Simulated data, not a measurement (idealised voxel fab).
process module | voxel self aligned vias
cross-section cut | 255 nm wide | cells 5 nm
Throughout this document, each cross-section is represented as a grid of square cells and is presented as a sequence of bands enumerated from the top downward, where a band comprises one or more rows of cells.
The band entry comprises the height of the band's top followed by the height of its bottom, expressed in nm, and subsequently the band's materials from left to right, each stated together with its width in nm. Where a single material is marked with the word "edge to edge", that material fills the band from edge to edge. The word "empty" represents empty space.
Counting heights begins at 0, where everything beneath is, in the wafer as received, one material. The lowest band has no bottom; it goes on downwards, as "from 0 down" shows.
Top row gets the first number, bottom row gets the second, and each row in between changes by the same step: that is how a band width like "30->40" works.
"left unchanged" after a step means that no cell of the cross-section changed.
Empty spaces counting at least 8 cells and having no open way to the top are listed in "Fully sealed cavities". The notation width x height at distance is used for each, the distance being from the left edge and all three values in nm.
Whatever follows a step's settings on its line is a remark the simulator itself makes about that step.
overlay nm: mask right of planned place by this much (step with mask). Neg. = left.
PROCESS STEPS (PLANNED)
| 1 | RECEIVE,material Si |
| 2 | CONFORMAL_DEP,material SiO2,thk nm 15 |
| 3 | CONFORMAL_DEP,material SiCN,thk nm 5 |
| 4 | DIRECTIONAL_DEP,material SiO2,thk nm 30 |
| 5 | MASKED_ETCH,tone open,mask id LINES,width nm 25,pitch nm 65,etch materials SiO2,depth nm 30,overlay nm 0 |
| 6 | CONFORMAL_DEP,material TiN,thk nm 5 |
| 7 | FILL_DEP,material W,thk nm 5 |
| 8 | CMP,height nm 50 |
| 9 | SELECTIVE_ETCH,etch materials W Ru TiN,depth nm 5 |
| 10 | FILL_DEP,material SiN,thk nm 10 |
| 11 | CMP,height nm 50 |
| 12 | DIRECTIONAL_DEP,material SiO2,thk nm 20 |
| 13 | MASKED_ETCH,tone open,mask id VIAS,width nm 45,pitch nm 65,etch materials SiO2,depth nm 20,overlay nm 0 |
| 14 | MASKED_ETCH,tone open,mask id VIAS,width nm 45,pitch nm 65,etch materials SiN,depth nm 5,overlay nm 0 |
| 15 | CONFORMAL_DEP,material TiN,thk nm 5 |
| 16 | FILL_DEP,material Cu,thk nm 5 |
| 17 | CMP,height nm 70 |
| 18 | CONFORMAL_DEP,material SiCN,thk nm 5 |
INCOMING WAFER IN CROSS-SECTION (STATE: AFTER STEP 1)
  from 0 down  Si edge to edge
  Fully sealed cavities: none
CROSS-SECTION TAKEN AT MODULE COMPLETION ON THE FIRST OF TWO WAFERS; PROCESSED PER THE PLAN
  from 75 to 70  SiCN edge to edge
  from 70 to 55  SiO2=40 / TiN=5 / Cu=35 / TiN=5 / SiO2=20 / TiN=5 / Cu=35 / TiN=5 / SiO2=20 / TiN=5 / Cu=35 / TiN=5 / SiO2=40
  from 55 to 50  SiO2=40 / TiN=15 / Cu=15 / TiN=15 / SiO2=20 / TiN=15 / Cu=15 / TiN=15 / SiO2=20 / TiN=15 / Cu=15 / TiN=15 / SiO2=40
  from 50 to 45  SiO2=50 / TiN=25 / SiO2=40 / TiN=25 / SiO2=40 / TiN=25 / SiO2=50
  from 45 to 25  SiO2=50 / TiN=5 / W=15 / TiN=5 / SiO2=40 / TiN=5 / W=15 / TiN=5 / SiO2=40 / TiN=5 / W=15 / TiN=5 / SiO2=50
  from 25 to 20  SiO2=50 / TiN=25 / SiO2=40 / TiN=25 / SiO2=40 / TiN=25 / SiO2=50
  from 20 to 15  SiCN edge to edge
  from 15 to 0  SiO2 edge to edge
  from 0 down  Si edge to edge
  Fully sealed cavities: none
SECOND OF TWO WAFERS, MODULE COMPLETE, SECTIONED: IT SHARES THE FIRST WAFER'S START AND PLAN BUT WAS RUN WITH ONE MISTAKE
  from 75 to 70  SiCN edge to edge
  from 70 to 55  SiO2=40 / TiN=5 / Cu=35 / TiN=5 / SiO2=20 / TiN=5 / Cu=35 / TiN=5 / SiO2=20 / TiN=5 / Cu=35 / TiN=5 / SiO2=40
  from 55 to 50  SiO2=40 / TiN=20 / Cu=10 / TiN=15 / SiO2=20 / TiN=20 / Cu=10 / TiN=15 / SiO2=20 / TiN=20 / Cu=10 / TiN=15 / SiO2=40
  from 50 to 45  SiO2=55 / TiN=20 / SiO2=45 / TiN=20 / SiO2=45 / TiN=20 / SiO2=50
  from 45 to 25  SiO2=55 / TiN=5 / W=10 / TiN=5 / SiO2=45 / TiN=5 / W=10 / TiN=5 / SiO2=45 / TiN=5 / W=10 / TiN=5 / SiO2=50
  from 25 to 20  SiO2=55 / TiN=20 / SiO2=45 / TiN=20 / SiO2=45 / TiN=20 / SiO2=50
  from 20 to 15  SiCN edge to edge
  from 15 to 0  SiO2 edge to edge
  from 0 down  Si edge to edge
  Fully sealed cavities: none
Deviation noted in wafer processing: step 5 off recipe, ran as MASKED_ETCH,tone open,mask id LINES,width nm 20,pitch nm 65,etch materials SiO2,depth nm 30,overlay nm 0
Final wafer comparison in cells, second versus first, more or fewer per material: 3 fewer of Cu; 18 more of SiO2; 3 fewer of TiN; 12 fewer of W
